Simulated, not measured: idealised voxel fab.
Process module in this document: voxel gate over fins
Displayed cross-section: cut, width of 275 nm, square cells sized 5 nm.
Heads up, the way a cross-section reads in here is a grid of square cells, handed over as bands from the top down, with every band being one or more rows of cells. Each band's line starts with the height of the band's top and of its bottom, in nm. Then come its materials from left to right, each with its width in nm. One material with "throughout" fills the band from edge to edge. "air" is empty space. Note: height 0 marks the level under which the wafer is uniformly one material as received. Lowest band unbounded below, written "0 and below". Top row gets the first number, bottom row gets the second, and each row in between changes by the same step: that is how a band width like "30->40" works. The cross-section has no changed cell in any step marked "identical to before". "Unvented internal voids": sealed empty spaces, 8 cells or more, no open way to top, listed width x height at distance, with distance from the left edge and width, height and distance in nm. Note: text after step settings on the step line = simulator remark on that step. The optional step-line setting "overlay nm" applies to steps with a mask and quantifies how far to the right of its planned location the mask lay, a negative value indicating leftward placement.

Steps planned for the process
1 RECEIVE (material Si)
2 CONFORMAL_DEP (material SiN; thk nm 10)
3 PATTERN (tone cover; mask id FINS; material resist; width nm 15; pitch nm 60; thk nm 15; overlay nm 0)
4 DIRECTIONAL_ETCH (etch materials SiN; depth nm 10)
5 DIRECTIONAL_ETCH (etch materials Si; depth nm 30)
6 STRIP (etch materials resist)
7 OXIDIZE (depth nm 5)
8 FILL_DEP (material SiO2; thk nm 5)
9 CMP (height nm 10)
10 MASKED_ETCH (tone open; mask id RAIL; width nm 15; etch materials SiO2; depth nm 35; overlay nm 0)
11 CONFORMAL_DEP (material TiN; thk nm 5)
12 FILL_DEP (material W; thk nm 5)
13 CMP (height nm 10)
14 SELECTIVE_ETCH (etch materials W Ru TiN; depth nm 30)
15 FILL_DEP (material SiO2; thk nm 5)
16 CMP (height nm 10)
17 SELECTIVE_ETCH (etch materials SiO2; depth nm 25)
18 STRIP (etch materials SiN)
19 CONFORMAL_DEP (material HfO2; thk nm 5)
20 CONFORMAL_DEP (material TiN; thk nm 5)
21 CONFORMAL_DEP (material TiAl; thk nm 5)
22 CONFORMAL_DEP (material TiN; thk nm 5)
23 FILL_DEP (material W; thk nm 15)
24 CMP (height nm 30)
25 CONFORMAL_DEP (material SiCN; thk nm 5)

Incoming wafer in cross-section (state: after step 1)
    0 and below: Si throughout
    Unvented internal voids: none

Figure: cross-sectional view of the wafer upon completion of the module, processed from the initial state and according to the plan depicted above, with one error introduced during execution
    35 down to 30: SiCN throughout
    30 down to 20: W throughout
    20 down to 15: W 55 nm | TiN 45 nm | W 15 nm | TiN 45 nm | W 15 nm | TiN 45 nm | W 55 nm
    15 down to 10: W 55 nm | TiN 5 nm | TiAl 35 nm | TiN 5 nm | W 15 nm | TiN 5 nm | TiAl 35 nm | TiN 5 nm | W 15 nm | TiN 5 nm | TiAl 35 nm | TiN 5 nm | W 55 nm
    10 down to 5: W 55 nm | TiN 5 nm | TiAl 5 nm | TiN 25 nm | TiAl 5 nm | TiN 5 nm | W 15 nm | TiN 5 nm | TiAl 5 nm | TiN 25 nm | TiAl 5 nm | TiN 5 nm | W 15 nm | TiN 5 nm | TiAl 5 nm | TiN 25 nm | TiAl 5 nm | TiN 5 nm | W 55 nm
    5 down to 0: TiN 60 nm | TiAl 5 nm | TiN 5 nm | HfO2 15 nm | TiN 5 nm | TiAl 5 nm | TiN 25 nm | TiAl 5 nm | TiN 5 nm | HfO2 15 nm | TiN 5 nm | TiAl 5 nm | TiN 25 nm | TiAl 5 nm | TiN 5 nm | HfO2 15 nm | TiN 5 nm | TiAl 5 nm | TiN 60 nm
    0 down to -5: TiAl 65 nm | TiN 5 nm | HfO2 5 nm | Si 5 nm | HfO2 5 nm | TiN 5 nm | TiAl 35 nm | TiN 5 nm | HfO2 5 nm | Si 5 nm | HfO2 5 nm | TiN 5 nm | TiAl 35 nm | TiN 5 nm | HfO2 5 nm | Si 5 nm | HfO2 5 nm | TiN 5 nm | TiAl 65 nm
    -5 down to -10: TiN 70 nm | HfO2 5 nm | Si 5 nm | HfO2 5 nm | TiN 45 nm | HfO2 5 nm | Si 5 nm | HfO2 5 nm | TiN 45 nm | HfO2 5 nm | Si 5 nm | HfO2 5 nm | TiN 70 nm
    -10 down to -15: HfO2 75 nm | Si 5 nm | HfO2 55 nm | Si 5 nm | HfO2 55 nm | Si 5 nm | HfO2 75 nm
    -15 down to -20: SiO2 75 nm | Si 5 nm | SiO2 55 nm | Si 5 nm | SiO2 55 nm | Si 5 nm | SiO2 75 nm
    -20 down to -25: TiN 70 nm | SiO2 5 nm | Si 5 nm | SiO2 5 nm | TiN 15 nm | SiO2 15 nm | TiN 15 nm | SiO2 5 nm | Si 5 nm | SiO2 5 nm | TiN 45 nm | SiO2 5 nm | Si 5 nm | SiO2 5 nm | TiN 70 nm
    -25 down to -35: SiO2 75 nm | Si 5 nm | SiO2 55 nm | Si 5 nm | SiO2 55 nm | Si 5 nm | SiO2 75 nm
    -35 and below: Si throughout
    Unvented internal voids: none
Processing error: planned and actual differ for step 10; actual: MASKED_ETCH (tone cover; mask id RAIL; width nm 15; etch materials SiO2; depth nm 35; overlay nm 0)
